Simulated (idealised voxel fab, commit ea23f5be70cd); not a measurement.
The following is a process module called voxel transistor to metal.
FYI the section here is cut, 155 nm wide, cells are 5 nm squares.
Think of the cross-section as a grid of square cells. We describe it in bands, top to bottom, and each band covers one or more rows of those cells. It is stipulated that each band's entry specify, in nanometres, the height of the top of the band and then that of its bottom, followed by the materials of the band in left-to-right sequence, each together with its width in nanometres. A single material marked by the word "all across" is understood to fill the band from edge to edge; the word "empty" is understood to denote empty space. We count height from 0. Below that, the starting wafer is all one material. The lowest band never ends at the bottom but goes on down; see "from 0 down" for how that is written. The width entry "30..40" should be interpreted row by row: the top row of cells in the band takes the first number, the bottom row takes the second number, and the change between adjacent rows is uniform throughout. What does "no alteration" mean for a step? It means no cell of the cross-section changed in that step. Empty spaces without an open route to the top, at least 8 cells in extent, make up the entry "Sealed cavities"; each is given as width x height at distance, where the distance is measured from the left edge, and all are in nm. The remark found on a step's line after its settings is issued by the simulator itself and pertains to that step. Among the settings permitted on a step's line is "overlay nm"; applied to a step with a mask, it specifies the extent to which the mask lay to the right of its planned position, whereas a negative figure signifies a position to the left.
Set out below are the planned steps of the process:
1) RECEIVE | material Si
2) CONFORMAL_DEP | material SiO2 | thk nm 5
3) CONFORMAL_DEP | material SiN | thk nm 15
4) DIRECTIONAL_DEP | material aC | thk nm 10
5) PATTERN | tone cover | mask id ACTIVE | material resist | width nm 95 | thk nm 30 | overlay nm 0
6) DIRECTIONAL_ETCH | etch materials aC | depth nm 10
7) STRIP | etch materials resist
8) DIRECTIONAL_ETCH | etch materials SiN | depth nm 15
9) DIRECTIONAL_ETCH | etch materials SiO2 | depth nm 5
10) DIRECTIONAL_ETCH | etch materials Si | depth nm 20
11) STRIP | etch materials aC
12) FILL_DEP | material SiO2 | thk nm 10
13) CMP | height nm 20
14) SELECTIVE_ETCH | etch materials SiO2 | depth nm 10
15) STRIP | etch materials SiN
16) SELECTIVE_ETCH | etch materials SiO2 | depth nm 5
17) OXIDIZE | depth nm 5
18) DIRECTIONAL_DEP | material polySi | thk nm 25
19) DIRECTIONAL_DEP | material SiCN | thk nm 15
20) DIRECTIONAL_DEP | material aC | thk nm 15
21) PATTERN | tone cover | mask id GATE | material resist | width nm 15 | thk nm 35 | overlay nm 0
22) DIRECTIONAL_ETCH | etch materials aC | depth nm 15
23) STRIP | etch materials resist
24) DIRECTIONAL_ETCH | etch materials SiCN | depth nm 25
25) DIRECTIONAL_ETCH | etch materials polySi | depth nm 35
26) STRIP | etch materials aC
27) CONFORMAL_DEP | material SiO2 | thk nm 5
28) DIRECTIONAL_ETCH | etch materials SiO2 | depth nm 5
29) CONFORMAL_DEP | material SiN | thk nm 10
30) DIRECTIONAL_ETCH | etch materials SiN | depth nm 10
31) DIRECTIONAL_ETCH | etch materials SiO2 | depth nm 5
32) DIRECTIONAL_ETCH | etch materials Si | depth nm 10
33) EPI | material SiGe | thk nm 10
34) FILL_DEP | material SiO2 | thk nm 10
35) CMP | height nm 40
36) DIRECTIONAL_DEP | material SiO2 | thk nm 10
37) DIRECTIONAL_DEP | material aC | thk nm 15
38) PATTERN | tone open | mask id CONTACT | material resist | width nm 30 | pitch nm 55 | thk nm 30 | overlay nm 0
39) DIRECTIONAL_ETCH | etch materials aC | depth nm 15
40) STRIP | etch materials resist
41) DIRECTIONAL_ETCH | etch materials SiO2 | depth nm 45
42) STRIP | etch materials aC
43) CONFORMAL_DEP | material TiN | thk nm 5
44) FILL_DEP | material Ru | thk nm 10
45) CMP | height nm 50
46) DIRECTIONAL_DEP | material TiN | thk nm 5
47) DIRECTIONAL_DEP | material W | thk nm 20
48) MASKED_ETCH | tone cover | mask id METAL_1 | width nm 20 | pitch nm 65 | etch materials W | depth nm 20 | overlay nm 0
49) MASKED_ETCH | tone cover | mask id METAL_1 | width nm 20 | pitch nm 65 | etch materials TiN | depth nm 5 | overlay nm 0
50) FILL_DEP | material SiO2 | thk nm 10
51) CMP | height nm 75
52) CONFORMAL_DEP | material SiN | thk nm 5
Wafer, first of two, run as planned:
So this is the incoming wafer in cross-section - it's already been through step 1:
from 0 down  Si all across
Sealed cavities: none
Wafer after step 2 (cross-section):
from 5 to 0  SiO2 all across
Anything lower than 0 is untouched.
Wafer after step 3 (cross-section):
from 20 to 5  SiN all across
Anything lower than 5 is untouched.
Wafer after step 4 (cross-section):
from 30 to 20  aC all across
Anything lower than 20 is untouched.
Wafer after step 5 (cross-section):
from 60 to 30  empty (30), then resist (95), then empty (30)
Anything lower than 30 is untouched.
Wafer after step 6 (cross-section):
from 50 to 30  empty (30), then resist (95), then empty (30)
from 30 to 20  empty (30), then aC (95), then empty (30)
Anything lower than 20 is untouched.
Wafer after step 7 (cross-section):
from 30 to 20  empty (30), then aC (95), then empty (30)
Anything lower than 20 is untouched.
Wafer after step 8 (cross-section):
from 30 to 20  empty (30), then aC (95), then empty (30)
from 20 to 5  empty (30), then SiN (95), then empty (30)
Anything lower than 5 is untouched.
Wafer after step 9 (cross-section):
from 30 to 20  empty (30), then aC (95), then empty (30)
from 20 to 5  empty (30), then SiN (95), then empty (30)
from 5 to 0  empty (30), then SiO2 (95), then empty (30)
Anything lower than 0 is untouched.
Wafer after step 10 (cross-section):
from 30 to 20  empty (30), then aC (95), then empty (30)
from 20 to 5  empty (30), then SiN (95), then empty (30)
from 5 to 0  empty (30), then SiO2 (95), then empty (30)
from 0 to -20  empty (30), then Si (95), then empty (30)
Anything lower than -20 is untouched.
Wafer after step 11 (cross-section):
from 20 to 5  empty (30), then SiN (95), then empty (30)
Anything lower than 5 is untouched.
Wafer after step 12 (cross-section):
from 30 to 20  SiO2 all across
from 20 to 5  SiO2 (30), then SiN (95), then SiO2 (30)
from 5 to 0  SiO2 all across
from 0 to -20  SiO2 (30), then Si (95), then SiO2 (30)
Anything lower than -20 is untouched.
Wafer after step 13 (cross-section):
from 20 to 5  SiO2 (30), then SiN (95), then SiO2 (30)
Anything lower than 5 is untouched.
Wafer after step 14 (cross-section):
from 20 to 10  empty (30), then SiN (95), then empty (30)
Anything lower than 10 is untouched.
Wafer after step 15 (cross-section):
from 10 to 5  SiO2 (30), then empty (95), then SiO2 (30)
Anything lower than 5 is untouched.
Wafer after step 16 (cross-section):
from 5 to 0  SiO2 (25), then empty (105), then SiO2 (25)
Anything lower than 0 is untouched.
Wafer after step 17 (cross-section):
from 5 to 0  SiO2 (25), then empty (105), then SiO2 (25)
from 0 to -5  SiO2 all across
Anything lower than -5 is untouched.
Wafer after step 18 (cross-section):
from 30 to 25  polySi (25), then empty (105), then polySi (25)
from 25 to 5  polySi all across
from 5 to 0  SiO2 (25), then polySi (105), then SiO2 (25)
Anything lower than 0 is untouched.
Wafer after step 19 (cross-section):
from 45 to 40  SiCN (25), then empty (105), then SiCN (25)
from 40 to 30  SiCN all across
from 30 to 25  polySi (25), then SiCN (105), then polySi (25)
Anything lower than 25 is untouched.
Wafer after step 20 (cross-section):
from 60 to 55  aC (25), then empty (105), then aC (25)
from 55 to 45  aC all across
from 45 to 40  SiCN (25), then aC (105), then SiCN (25)
Anything lower than 40 is untouched.
Wafer after step 21 (cross-section):
from 95 to 60  empty (70), then resist (15), then empty (70)
from 60 to 55  aC (25), then empty (45), then resist (15), then empty (45), then aC (25)
Anything lower than 55 is untouched.
Wafer after step 22 (cross-section):
from 80 to 55  empty (70), then resist (15), then empty (70)
from 55 to 45  empty (70), then aC (15), then empty (70)
from 45 to 40  SiCN (25), then empty (45), then aC (15), then empty (45), then SiCN (25)
Anything lower than 40 is untouched.
Wafer after step 23 (cross-section):
from 55 to 45  empty (70), then aC (15), then empty (70)
Anything lower than 45 is untouched.
Wafer after step 24 (cross-section):
from 55 to 40  empty (70), then aC (15), then empty (70)
from 40 to 30  empty (70), then SiCN (15), then empty (70)
from 30 to 25  polySi (25), then empty (45), then SiCN (15), then empty (45), then polySi (25)
Anything lower than 25 is untouched.
Wafer after step 25 (cross-section):
from 55 to 40  empty (70), then aC (15), then empty (70)
from 40 to 25  empty (70), then SiCN (15), then empty (70)
from 25 to 5  empty (70), then polySi (15), then empty (70)
from 5 to 0  SiO2 (25), then empty (45), then polySi (15), then empty (45), then SiO2 (25)
Anything lower than 0 is untouched.
Wafer after step 26 (cross-section):
from 40 to 25  empty (70), then SiCN (15), then empty (70)
Anything lower than 25 is untouched.
Wafer after step 27 (cross-section):
from 45 to 40  empty (65), then SiO2 (25), then empty (65)
from 40 to 25  empty (65), then SiO2 (5), then SiCN (15), then SiO2 (5), then empty (65)
from 25 to 10  empty (65), then SiO2 (5), then polySi (15), then SiO2 (5), then empty (65)
from 10 to 5  SiO2 (30), then empty (35), then SiO2 (5), then polySi (15), then SiO2 (5), then empty (35), then SiO2 (30)
from 5 to 0  SiO2 (70), then polySi (15), then SiO2 (70)
Anything lower than 0 is untouched.
Wafer after step 28 (cross-section):
from 40 to 25  empty (65), then SiO2 (5), then SiCN (15), then SiO2 (5), then empty (65)
from 25 to 5  empty (65), then SiO2 (5), then polySi (15), then SiO2 (5), then empty (65)
from 5 to 0  SiO2 (30), then empty (35), then SiO2 (5), then polySi (15), then SiO2 (5), then empty (35), then SiO2 (30)
Anything lower than 0 is untouched.
Wafer after step 29 (cross-section):
from 50 to 40  empty (55), then SiN (45), then empty (55)
from 40 to 25  empty (55), then SiN (10), then SiO2 (5), then SiCN (15), then SiO2 (5), then SiN (10), then empty (55)
from 25 to 15  empty (55), then SiN (10), then SiO2 (5), then polySi (15), then SiO2 (5), then SiN (10), then empty (55)
from 15 to 10  SiN (40), then empty (15), then SiN (10), then SiO2 (5), then polySi (15), then SiO2 (5), then SiN (10), then empty (15), then SiN (40)
from 10 to 5  SiN (65), then SiO2 (5), then polySi (15), then SiO2 (5), then SiN (65)
from 5 to 0  SiO2 (30), then SiN (35), then SiO2 (5), then polySi (15), then SiO2 (5), then SiN (35), then SiO2 (30)
Anything lower than 0 is untouched.
Wafer after step 30 (cross-section):
from 40 to 25  empty (55), then SiN (10), then SiO2 (5), then SiCN (15), then SiO2 (5), then SiN (10), then empty (55)
from 25 to 5  empty (55), then SiN (10), then SiO2 (5), then polySi (15), then SiO2 (5), then SiN (10), then empty (55)
from 5 to 0  SiO2 (30), then SiN (10), then empty (15), then SiN (10), then SiO2 (5), then polySi (15), then SiO2 (5), then SiN (10), then empty (15), then SiN (10), then SiO2 (30)
Anything lower than 0 is untouched.
Wafer after step 31 (cross-section):
from 40 to 35  empty (55), then SiN (10), then empty (5), then SiCN (15), then empty (5), then SiN (10), then empty (55)
from 35 to 25  empty (55), then SiN (10), then SiO2 (5), then SiCN (15), then SiO2 (5), then SiN (10), then empty (55)
from 25 to 5  empty (55), then SiN (10), then SiO2 (5), then polySi (15), then SiO2 (5), then SiN (10), then empty (55)
from 5 to 0  empty (30), then SiN (10), then empty (15), then SiN (10), then SiO2 (5), then polySi (15), then SiO2 (5), then SiN (10), then empty (15), then SiN (10), then empty (30)
from 0 to -5  SiO2 (40), then empty (15), then SiO2 (45), then empty (15), then SiO2 (40)
Anything lower than -5 is untouched.
Wafer after step 32 (cross-section):
from 40 to 35  empty (55), then SiN (10), then empty (5), then SiCN (15), then empty (5), then SiN (10), then empty (55)
from 35 to 25  empty (55), then SiN (10), then SiO2 (5), then SiCN (15), then SiO2 (5), then SiN (10), then empty (55)
from 25 to 5  empty (55), then SiN (10), then SiO2 (5), then polySi (15), then SiO2 (5), then SiN (10), then empty (55)
from 5 to 0  empty (30), then SiN (10), then empty (15), then SiN (10), then SiO2 (5), then polySi (15), then SiO2 (5), then SiN (10), then empty (15), then SiN (10), then empty (30)
from 0 to -5  SiO2 (40), then empty (15), then SiO2 (45), then empty (15), then SiO2 (40)
from -5 to -15  SiO2 (30), then Si (10), then empty (15), then Si (45), then empty (15), then Si (10), then SiO2 (30)
Anything lower than -15 is untouched.
Wafer after step 33 (cross-section):
from 40 to 35  empty (55), then SiN (10), then empty (5), then SiCN (15), then empty (5), then SiN (10), then empty (55)
from 35 to 25  empty (55), then SiN (10), then SiO2 (5), then SiCN (15), then SiO2 (5), then SiN (10), then empty (55)
from 25 to 5  empty (55), then SiN (10), then SiO2 (5), then polySi (15), then SiO2 (5), then SiN (10), then empty (55)
from 5 to 0  empty (30), then SiN (10), then SiGe (15), then SiN (10), then SiO2 (5), then polySi (15), then SiO2 (5), then SiN (10), then SiGe (15), then SiN (10), then empty (30)
from 0 to -5  SiO2 (40), then SiGe (15), then SiO2 (45), then SiGe (15), then SiO2 (40)
from -5 to -15  SiO2 (30), then Si (10), then SiGe (15), then Si (45), then SiGe (15), then Si (10), then SiO2 (30)
Anything lower than -15 is untouched.
Wafer after step 34 (cross-section):
from 50 to 40  SiO2 all across
from 40 to 25  SiO2 (55), then SiN (10), then SiO2 (5), then SiCN (15), then SiO2 (5), then SiN (10), then SiO2 (55)
from 25 to 5  SiO2 (55), then SiN (10), then SiO2 (5), then polySi (15), then SiO2 (5), then SiN (10), then SiO2 (55)
from 5 to 0  SiO2 (30), then SiN (10), then SiGe (15), then SiN (10), then SiO2 (5), then polySi (15), then SiO2 (5), then SiN (10), then SiGe (15), then SiN (10), then SiO2 (30)
Anything lower than 0 is untouched.
Wafer after step 35 (cross-section):
from 40 to 25  SiO2 (55), then SiN (10), then SiO2 (5), then SiCN (15), then SiO2 (5), then SiN (10), then SiO2 (55)
Anything lower than 25 is untouched.
Wafer after step 36 (cross-section):
from 50 to 40  SiO2 all across
Anything lower than 40 is untouched.
Wafer after step 37 (cross-section):
from 65 to 50  aC all across
Anything lower than 50 is untouched.
Wafer after step 38 (cross-section):
from 95 to 65  resist (35), then empty (30), then resist (25), then empty (30), then resist (35)
Anything lower than 65 is untouched.
Wafer after step 39 (cross-section):
from 80 to 65  resist (35), then empty (30), then resist (25), then empty (30), then resist (35)
from 65 to 50  aC (35), then empty (30), then aC (25), then empty (30), then aC (35)
Anything lower than 50 is untouched.
Wafer after step 40 (cross-section):
from 65 to 50  aC (35), then empty (30), then aC (25), then empty (30), then aC (35)
Anything lower than 50 is untouched.
Wafer after step 41 (cross-section):
from 65 to 50  aC (35), then empty (30), then aC (25), then empty (30), then aC (35)
from 50 to 40  SiO2 (35), then empty (30), then SiO2 (25), then empty (30), then SiO2 (35)
from 40 to 25  SiO2 (35), then empty (20), then SiN (10), then SiO2 (5), then SiCN (15), then SiO2 (5), then SiN (10), then empty (20), then SiO2 (35)
from 25 to 5  SiO2 (35), then empty (20), then SiN (10), then SiO2 (5), then polySi (15), then SiO2 (5), then SiN (10), then empty (20), then SiO2 (35)
Anything lower than 5 is untouched.
Wafer after step 42 (cross-section):
from 50 to 40  SiO2 (35), then empty (30), then SiO2 (25), then empty (30), then SiO2 (35)
Anything lower than 40 is untouched.
Wafer after step 43 (cross-section):
from 55 to 50  TiN (40), then empty (20), then TiN (35), then empty (20), then TiN (40)
from 50 to 40  SiO2 (35), then TiN (5), then empty (20..10), then TiN (5..15), then SiO2 (25), then TiN (5..15), then empty (20..10), then TiN (5), then SiO2 (35)
from 40 to 25  SiO2 (35), then TiN (5), then empty (10), then TiN (5), then SiN (10), then SiO2 (5), then SiCN (15), then SiO2 (5), then SiN (10), then TiN (5), then empty (10), then TiN (5), then SiO2 (35)
from 25 to 10  SiO2 (35), then TiN (5), then empty (10), then TiN (5), then SiN (10), then SiO2 (5), then polySi (15), then SiO2 (5), then SiN (10), then TiN (5), then empty (10), then TiN (5), then SiO2 (35)
from 10 to 5  SiO2 (35), then TiN (20), then SiN (10), then SiO2 (5), then polySi (15), then SiO2 (5), then SiN (10), then TiN (20), then SiO2 (35)
Anything lower than 5 is untouched.
Wafer after step 44 (cross-section):
from 65 to 55  Ru all across
from 55 to 50  TiN (40), then Ru (20), then TiN (35), then Ru (20), then TiN (40)
from 50 to 40  SiO2 (35), then TiN (5), then Ru (20..10), then TiN (5..15), then SiO2 (25), then TiN (5..15), then Ru (20..10), then TiN (5), then SiO2 (35)
from 40 to 25  SiO2 (35), then TiN (5), then Ru (10), then TiN (5), then SiN (10), then SiO2 (5), then SiCN (15), then SiO2 (5), then SiN (10), then TiN (5), then Ru (10), then TiN (5), then SiO2 (35)
from 25 to 10  SiO2 (35), then TiN (5), then Ru (10), then TiN (5), then SiN (10), then SiO2 (5), then polySi (15), then SiO2 (5), then SiN (10), then TiN (5), then Ru (10), then TiN (5), then SiO2 (35)
Anything lower than 10 is untouched.
Wafer after step 45 (cross-section):
from 50 to 40  SiO2 (35), then TiN (5), then Ru (20..10), then TiN (5..15), then SiO2 (25), then TiN (5..15), then Ru (20..10), then TiN (5), then SiO2 (35)
Anything lower than 40 is untouched.
Wafer after step 46 (cross-section):
from 55 to 50  TiN all across
Anything lower than 50 is untouched.
Wafer after step 47 (cross-section):
from 75 to 55  W all across
Anything lower than 55 is untouched.
Wafer after step 48 (cross-section):
from 75 to 55  empty (35), then W (20), then empty (45), then W (20), then empty (35)
Anything lower than 55 is untouched.
Wafer after step 49 (cross-section):
from 75 to 55  empty (35), then W (20), then empty (45), then W (20), then empty (35)
from 55 to 50  empty (35), then TiN (20), then empty (45), then TiN (20), then empty (35)
Anything lower than 50 is untouched.
Wafer after step 50 (cross-section):
from 85 to 75  SiO2 all across
from 75 to 55  SiO2 (35), then W (20), then SiO2 (45), then W (20), then SiO2 (35)
from 55 to 50  SiO2 (35), then TiN (20), then SiO2 (45), then TiN (20), then SiO2 (35)
Anything lower than 50 is untouched.
Wafer after step 51 (cross-section):
from 75 to 55  SiO2 (35), then W (20), then SiO2 (45), then W (20), then SiO2 (35)
Anything lower than 55 is untouched.
Wafer after step 52 (cross-section):
from 80 to 75  SiN all across
Anything lower than 75 is untouched.
Second wafer: same start and same plan as the first, one execution error; identical to the first through step 37:
Second wafer at the planned finish of step 38, seen in cross-section:
from 95 to 65  empty (35), then resist (30), then empty (25), then resist (30), then empty (35)
Anything lower than 65 is untouched.
Second wafer at the planned finish of step 39, seen in cross-section:
from 80 to 65  empty (35), then resist (30), then empty (25), then resist (30), then empty (35)
from 65 to 50  empty (35), then aC (30), then empty (25), then aC (30), then empty (35)
Anything lower than 50 is untouched.
Second wafer at the planned finish of step 40, seen in cross-section:
from 65 to 50  empty (35), then aC (30), then empty (25), then aC (30), then empty (35)
Anything lower than 50 is untouched.
Second wafer at the planned finish of step 41, seen in cross-section:
from 65 to 50  empty (35), then aC (30), then empty (25), then aC (30), then empty (35)
from 50 to 40  empty (35), then SiO2 (30), then empty (25), then SiO2 (30), then empty (35)
from 40 to 25  empty (35), then SiO2 (20), then SiN (10), then empty (5), then SiCN (15), then empty (5), then SiN (10), then SiO2 (20), then empty (35)
from 25 to 5  empty (35), then SiO2 (20), then SiN (10), then empty (5), then polySi (15), then empty (5), then SiN (10), then SiO2 (20), then empty (35)
Anything lower than 5 is untouched.
Second wafer at the planned finish of step 42, seen in cross-section:
from 50 to 40  empty (35), then SiO2 (30), then empty (25), then SiO2 (30), then empty (35)
Anything lower than 40 is untouched.
Second wafer at the planned finish of step 43, seen in cross-section:
from 55 to 50  empty (30), then TiN (40), then empty (15), then TiN (40), then empty (30)
from 50 to 45  empty (30), then TiN (5), then SiO2 (30), then TiN (5), then empty (15), then TiN (5), then SiO2 (30), then TiN (5), then empty (30)
from 45 to 40  empty (30), then TiN (5), then SiO2 (30), then TiN (25), then SiO2 (30), then TiN (5), then empty (30)
from 40 to 25  empty (30), then TiN (5), then SiO2 (20), then SiN (10), then TiN (5), then SiCN (15), then TiN (5), then SiN (10), then SiO2 (20), then TiN (5), then empty (30)
from 25 to 10  empty (30), then TiN (5), then SiO2 (20), then SiN (10), then TiN (5), then polySi (15), then TiN (5), then SiN (10), then SiO2 (20), then TiN (5), then empty (30)
from 10 to 5  TiN (35), then SiO2 (20), then SiN (10), then TiN (5), then polySi (15), then TiN (5), then SiN (10), then SiO2 (20), then TiN (35)
Anything lower than 5 is untouched.
Second wafer at the planned finish of step 44, seen in cross-section:
from 65 to 55  Ru all across
from 55 to 50  Ru (30), then TiN (40), then Ru (15), then TiN (40), then Ru (30)
from 50 to 45  Ru (30), then TiN (5), then SiO2 (30), then TiN (5), then Ru (15), then TiN (5), then SiO2 (30), then TiN (5), then Ru (30)
from 45 to 40  Ru (30), then TiN (5), then SiO2 (30), then TiN (25), then SiO2 (30), then TiN (5), then Ru (30)
from 40 to 25  Ru (30), then TiN (5), then SiO2 (20), then SiN (10), then TiN (5), then SiCN (15), then TiN (5), then SiN (10), then SiO2 (20), then TiN (5), then Ru (30)
from 25 to 10  Ru (30), then TiN (5), then SiO2 (20), then SiN (10), then TiN (5), then polySi (15), then TiN (5), then SiN (10), then SiO2 (20), then TiN (5), then Ru (30)
Anything lower than 10 is untouched.
Second wafer at the planned finish of step 45, seen in cross-section:
from 50 to 45  Ru (30), then TiN (5), then SiO2 (30), then TiN (5), then Ru (15), then TiN (5), then SiO2 (30), then TiN (5), then Ru (30)
Anything lower than 45 is untouched.
Second wafer at the planned finish of step 46, seen in cross-section:
from 55 to 50  TiN all across
Anything lower than 50 is untouched.
Second wafer at the planned finish of step 47, seen in cross-section:
from 75 to 55  W all across
Anything lower than 55 is untouched.
Second wafer at the planned finish of step 48, seen in cross-section:
from 75 to 55  empty (35), then W (20), then empty (45), then W (20), then empty (35)
Anything lower than 55 is untouched.
Second wafer at the planned finish of step 49, seen in cross-section:
from 75 to 55  empty (35), then W (20), then empty (45), then W (20), then empty (35)
from 55 to 50  empty (35), then TiN (20), then empty (45), then TiN (20), then empty (35)
Anything lower than 50 is untouched.
Second wafer at the planned finish of step 50, seen in cross-section:
from 85 to 75  SiO2 all across
from 75 to 55  SiO2 (35), then W (20), then SiO2 (45), then W (20), then SiO2 (35)
from 55 to 50  SiO2 (35), then TiN (20), then SiO2 (45), then TiN (20), then SiO2 (35)
Anything lower than 50 is untouched.
Second wafer at the planned finish of step 51, seen in cross-section:
from 75 to 55  SiO2 (35), then W (20), then SiO2 (45), then W (20), then SiO2 (35)
Anything lower than 55 is untouched.
Second wafer at the planned finish of step 52, seen in cross-section:
from 80 to 75  SiN all across
Anything lower than 75 is untouched.
Processing error: for step 38, the planned setting was not used; the step was instead run as PATTERN | tone cover | mask id CONTACT | material resist | width nm 30 | pitch nm 55 | thk nm 30 | overlay nm 0
End check, counted in cells, second wafer has more or fewer of these materials than the first: +63 Ru, -70 SiO2, +7 TiN
